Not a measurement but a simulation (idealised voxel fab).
The following is a process module called voxel ribs on slabs.
For reference, the cross-section in this document is cut, with width 180 nm and square cells of 5 nm.
Cross-sections here: square-cell grids, written as top-down lists of bands, a band being one or more rows of cells.
Look at the band entry: it leads with the top's height and the bottom's height in nm. Then it lists the materials left to right, with a width in nm for each. The word "everywhere" on a single material says that material fills the band edge to edge. The word "blank" is empty space.
Counting heights begins at 0, where everything beneath is, in the wafer as received, one material. The lowest band has no bottom; it goes on downwards, as "0 down" shows.
You'd read "30..40" like this: the band's top row of cells is as wide as the first number, its bottom row is as wide as the second, and going down, every row changes width by the same amount as the row before did.
The designation "remained the same", where it is given for a processing step, indicates that no cell of the cross-section was altered in the course of that step.
For the entry "Completely sealed voids", the listed items are empty spaces with no open way to the top whose size is 8 cells or more; each item follows the pattern width x height at distance, where distance is from the left edge and all three are in nm.
Read whatever lies past the settings on a step's line as the simulator's own remark about the step.
Each step line may optionally specify "overlay nm", which for a step with a mask gives the rightward distance between the mask's planned place and where it lay, a negative value indicating the leftward direction.

THESE ARE THE STEPS WE PLANNED FOR THE PROCESS
step 1: RECEIVE (material Si)
step 2: DIRECTIONAL_DEP (material SiO2; thk nm 30)
step 3: DIRECTIONAL_DEP (material SiN; thk nm 25)
step 4: DIRECTIONAL_DEP (material aC; thk nm 15)
step 5: PATTERN (tone cover; mask id RIB; material resist; width nm 25; thk nm 35; overlay nm 0)
step 6: DIRECTIONAL_ETCH (etch materials aC; depth nm 15)
step 7: STRIP (etch materials resist)
step 8: DIRECTIONAL_ETCH (etch materials SiN; depth nm 5)
step 9: STRIP (etch materials aC)
step 10: PATTERN (tone cover; mask id SLAB; material resist; width nm 65; thk nm 15; overlay nm 0)
step 11: DIRECTIONAL_ETCH (etch materials SiN; depth nm 20)
step 12: STRIP (etch materials resist)
step 13: FILL_DEP (material SiO2; thk nm 25)
step 14: CMP (height nm 75)
step 15: DIRECTIONAL_DEP (material TiN; thk nm 10)
step 16: MASKED_ETCH (tone cover; mask id HEATER; width nm 35; etch materials TiN; depth nm 10; overlay nm 0)
step 17: CONFORMAL_DEP (material SiN; thk nm 10)

ON THE FIRST OF THE TWO WAFERS: RUN CONDUCTED ACCORDING TO PLAN

WAFER CROSS-SECTION ON RECEIPT, I.E. AFTER STEP 1
  0 down | Si everywhere
  Completely sealed voids: none

CROSS-SECTIONAL REPRESENTATION OF THE WAFER AT THE CONCLUSION OF STEP 2
  30 to 0 | SiO2 everywhere
  Nothing below the height 0 has changed.

CROSS-SECTIONAL REPRESENTATION OF THE WAFER AT THE CONCLUSION OF STEP 3
  55 to 30 | SiN everywhere
  Nothing below the height 30 has changed.

CROSS-SECTIONAL REPRESENTATION OF THE WAFER AT THE CONCLUSION OF STEP 4
  70 to 55 | aC everywhere
  Nothing below the height 55 has changed.

CROSS-SECTIONAL REPRESENTATION OF THE WAFER AT THE CONCLUSION OF STEP 5
  105 to 70 | blank=75, then resist=25, then blank=80
  Nothing below the height 70 has changed.

CROSS-SECTIONAL REPRESENTATION OF THE WAFER AT THE CONCLUSION OF STEP 6
  90 to 70 | blank=75, then resist=25, then blank=80
  70 to 55 | blank=75, then aC=25, then blank=80
  Nothing below the height 55 has changed.

CROSS-SECTIONAL REPRESENTATION OF THE WAFER AT THE CONCLUSION OF STEP 7
  70 to 55 | blank=75, then aC=25, then blank=80
  Nothing below the height 55 has changed.

CROSS-SECTIONAL REPRESENTATION OF THE WAFER AT THE CONCLUSION OF STEP 8
  70 to 55 | blank=75, then aC=25, then blank=80
  55 to 50 | blank=75, then SiN=25, then blank=80
  Nothing below the height 50 has changed.

CROSS-SECTIONAL REPRESENTATION OF THE WAFER AT THE CONCLUSION OF STEP 9
  55 to 50 | blank=75, then SiN=25, then blank=80
  Nothing below the height 50 has changed.

CROSS-SECTIONAL REPRESENTATION OF THE WAFER AT THE CONCLUSION OF STEP 10
  70 to 55 | blank=55, then resist=65, then blank=60
  55 to 50 | blank=55, then resist=20, then SiN=25, then resist=20, then blank=60
  Nothing below the height 50 has changed.

CROSS-SECTIONAL REPRESENTATION OF THE WAFER AT THE CONCLUSION OF STEP 11
  70 to 55 | blank=55, then resist=65, then blank=60
  55 to 50 | blank=55, then resist=20, then SiN=25, then resist=20, then blank=60
  50 to 30 | blank=55, then SiN=65, then blank=60
  Nothing below the height 30 has changed.

CROSS-SECTIONAL REPRESENTATION OF THE WAFER AT THE CONCLUSION OF STEP 12
  55 to 50 | blank=75, then SiN=25, then blank=80
  Nothing below the height 50 has changed.

CROSS-SECTIONAL REPRESENTATION OF THE WAFER AT THE CONCLUSION OF STEP 13
  80 to 55 | SiO2 everywhere
  55 to 50 | SiO2=75, then SiN=25, then SiO2=80
  50 to 30 | SiO2=55, then SiN=65, then SiO2=60
  Nothing below the height 30 has changed.

CROSS-SECTIONAL REPRESENTATION OF THE WAFER AT THE CONCLUSION OF STEP 14
  75 to 55 | SiO2 everywhere
  Nothing below the height 55 has changed.

CROSS-SECTIONAL REPRESENTATION OF THE WAFER AT THE CONCLUSION OF STEP 15
  85 to 75 | TiN everywhere
  Nothing below the height 75 has changed.

CROSS-SECTIONAL REPRESENTATION OF THE WAFER AT THE CONCLUSION OF STEP 16
  85 to 75 | blank=70, then TiN=35, then blank=75
  Nothing below the height 75 has changed.

CROSS-SECTIONAL REPRESENTATION OF THE WAFER AT THE CONCLUSION OF STEP 17
  95 to 85 | blank=60, then SiN=55, then blank=65
  85 to 75 | SiN=70, then TiN=35, then SiN=75
  Nothing below the height 75 has changed.

NOW THE OTHER WAFER: SAME START, SAME RECIPE, BUT WE MESSED UP ONE THING WHEN RUNNING IT. UP TO AND INCLUDING STEP 15 IT'S THE SAME AS THE FIRST ONE

SECOND WAFER, SECTION VIEW, TIME POINT: SCHEDULED END OF STEP 16
  85 to 75 | TiN=70, then blank=35, then TiN=75
  Nothing below the height 75 has changed.

SECOND WAFER, SECTION VIEW, TIME POINT: SCHEDULED END OF STEP 17
  95 to 85 | SiN=80, then blank=15, then SiN=85
  85 to 75 | TiN=70, then SiN=35, then TiN=75
  Nothing below the height 75 has changed.
What went wrong in running the wafer? it should be noted that step 16 was executed with settings other than those planned, the operation and settings actually applied being MASKED_ETCH (tone open; mask id HEATER; width nm 35; etch materials TiN; depth nm 10; overlay nm 0)
FYI, end of process, the second wafer has more or fewer cells of some materials than the first: +44 TiN
